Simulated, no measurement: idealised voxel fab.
The following is a process module called voxel wiring stack.
The cross-section shown here is cut; it is 285 nm wide and divided into square cells measuring 5 nm on a side.
When this document writes out a cross-section, it uses a grid of square cells and lists it as bands, beginning at the top and moving down, with a band standing for one or more rows of cells.
The band entry comprises the height of the band's top followed by the height of its bottom, expressed in nm, and subsequently the band's materials from left to right, each stated together with its width in nm. Where a single material is marked with the word "edge to edge", that material fills the band from edge to edge. The word "empty" represents empty space.
Height 0 is the level under which the wafer as received is all one material. The lowest band goes on downwards, as in "z 0 and below".
Width "30..40": first value at the band's top row of cells, second value at its bottom row, equal change from row to row.
When a step is marked "everything unchanged", none of the cells in the cross-section changed during that step.
Basically, "Fully sealed cavities" tells you about the enclosed voids: empty spaces with no open way to the top, 8 cells or bigger, each written width x height at distance, where distance is from the left edge, all in nm.
Read whatever lies past the settings on a step's line as the simulator's own remark about the step.
When a step includes a mask, the "overlay nm" setting on its line states how far to the right of its planned place that mask lay, and negative values state how far to the left.

Planned step list for the process
step 1: RECEIVE: material Si
step 2: CONFORMAL_DEP: material SiO2, thk nm 15
step 3: CONFORMAL_DEP: material SiCN, thk nm 5
step 4: DIRECTIONAL_DEP: material SiO2, thk nm 25
step 5: PATTERN: tone open, mask id METAL_1, material resist, width nm 25, pitch nm 45, thk nm 20, overlay nm 0
step 6: DIRECTIONAL_ETCH: etch materials SiO2, depth nm 15
step 7: DIRECTIONAL_ETCH: etch materials SiCN, depth nm 5
step 8: STRIP: etch materials resist
step 9: CONFORMAL_DEP: material TiN, thk nm 5
step 10: FILL_DEP: material Cu, thk nm 10
step 11: CMP: height nm 45
step 12: CONFORMAL_DEP: material SiCN, thk nm 5
step 13: DIRECTIONAL_DEP: material lowk, thk nm 35
step 14: PATTERN: tone open, mask id METAL_2, material resist, width nm 25, pitch nm 45, thk nm 15, overlay nm 0
step 15: DIRECTIONAL_ETCH: etch materials lowk, depth nm 20
step 16: STRIP: etch materials resist
step 17: MASKED_ETCH: tone open, mask id METAL_2_HOLES, width nm 15, etch materials lowk, depth nm 15, overlay nm 0
step 18: MASKED_ETCH: tone open, mask id METAL_2_HOLES, width nm 15, etch materials SiCN, depth nm 5, overlay nm 0
step 19: CONFORMAL_DEP: material TiN, thk nm 5
step 20: FILL_DEP: material Ru, thk nm 10
step 21: CMP: height nm 85
step 22: CONFORMAL_DEP: material SiN, thk nm 5
Don't read the plan's depth nm for step 6 as applying to every wafer: that's the first wafer's value, and the wafers differ in it, though they all start identical.

Cross-section of the first incoming wafer of several, state after step 1
z 0 and below: Si edge to edge
Fully sealed cavities: none

Shown in cross-section: the first of several wafers at the end of the module, after its last step, step 22
z 90 to 85: SiN edge to edge
z 85 to 70: 105 nm lowk, then 5 nm TiN, then 15 nm Ru, then 5 nm TiN, then 20 nm lowk, then 5 nm TiN, then 15 nm Ru, then 5 nm TiN, then 110 nm lowk
z 70 to 65: 105 nm lowk, then 5 nm TiN, then 5 nm Ru, then 15 nm TiN, then 20 nm lowk, then 25 nm TiN, then 110 nm lowk
z 65 to 50: 105 nm lowk, then 5 nm TiN, then 5 nm Ru, then 5 nm TiN, then 165 nm lowk
z 50 to 45: 105 nm SiCN, then 15 nm TiN, then 165 nm SiCN
z 45 to 35: 105 nm SiO2, then 5 nm TiN, then 15 nm Cu, then 5 nm TiN, then 20 nm SiO2, then 5 nm TiN, then 15 nm Cu, then 5 nm TiN, then 110 nm SiO2
z 35 to 30: 105 nm SiO2, then 25 nm TiN, then 20 nm SiO2, then 25 nm TiN, then 110 nm SiO2
z 30 to 20: SiO2 edge to edge
z 20 to 15: SiCN edge to edge
z 15 to 0: SiO2 edge to edge
z 0 and below: Si edge to edge
Fully sealed cavities: none

The last wafer as seen in cross-section at the end of the module
z 90 to 85: SiN edge to edge
z 85 to 70: 105 nm lowk, then 5 nm TiN, then 15 nm Ru, then 5 nm TiN, then 20 nm lowk, then 5 nm TiN, then 15 nm Ru, then 5 nm TiN, then 110 nm lowk
z 70 to 65: 105 nm lowk, then 5 nm TiN, then 5 nm Ru, then 15 nm TiN, then 20 nm lowk, then 25 nm TiN, then 110 nm lowk
z 65 to 50: 105 nm lowk, then 5 nm TiN, then 5 nm Ru, then 5 nm TiN, then 165 nm lowk
z 50 to 45: 105 nm SiCN, then 15 nm TiN, then 165 nm SiCN
z 45 to 20: 105 nm SiO2, then 5 nm TiN, then 15 nm Cu, then 5 nm TiN, then 20 nm SiO2, then 5 nm TiN, then 15 nm Cu, then 5 nm TiN, then 110 nm SiO2
z 20 to 15: 105 nm SiCN, then 25 nm TiN, then 20 nm SiCN, then 25 nm TiN, then 110 nm SiCN
z 15 to 0: SiO2 edge to edge
z 0 and below: Si edge to edge
Fully sealed cavities: none

Note: the following table is arranged by wafer, a row apiece. Each row reports the end-of-module state: per material, cells gained (+) or cells lost (-) compared with the wafer as received; closed voids follow
depth nm 15, +12 Cu, +22 Ru, +111 SiCN, +57 SiN, +426 SiO2, +48 TiN, +350 lowk, Fully sealed cavities: none
depth nm 20, +18 Cu, +22 Ru, +111 SiCN, +57 SiN, +416 SiO2, +52 TiN, +350 lowk, Fully sealed cavities: none
depth nm 25, +30 Cu, +22 Ru, +101 SiCN, +57 SiN, +406 SiO2, +60 TiN, +350 lowk, Fully sealed cavities: none
depth nm 30, +30 Cu, +22 Ru, +101 SiCN, +57 SiN, +406 SiO2, +60 TiN, +350 lowk, Fully sealed cavities: none
depth nm 35, +30 Cu, +22 Ru, +101 SiCN, +57 SiN, +406 SiO2, +60 TiN, +350 lowk, Fully sealed cavities: none
depth nm 40, +30 Cu, +22 Ru, +101 SiCN, +57 SiN, +406 SiO2, +60 TiN, +350 lowk, Fully sealed cavities: none
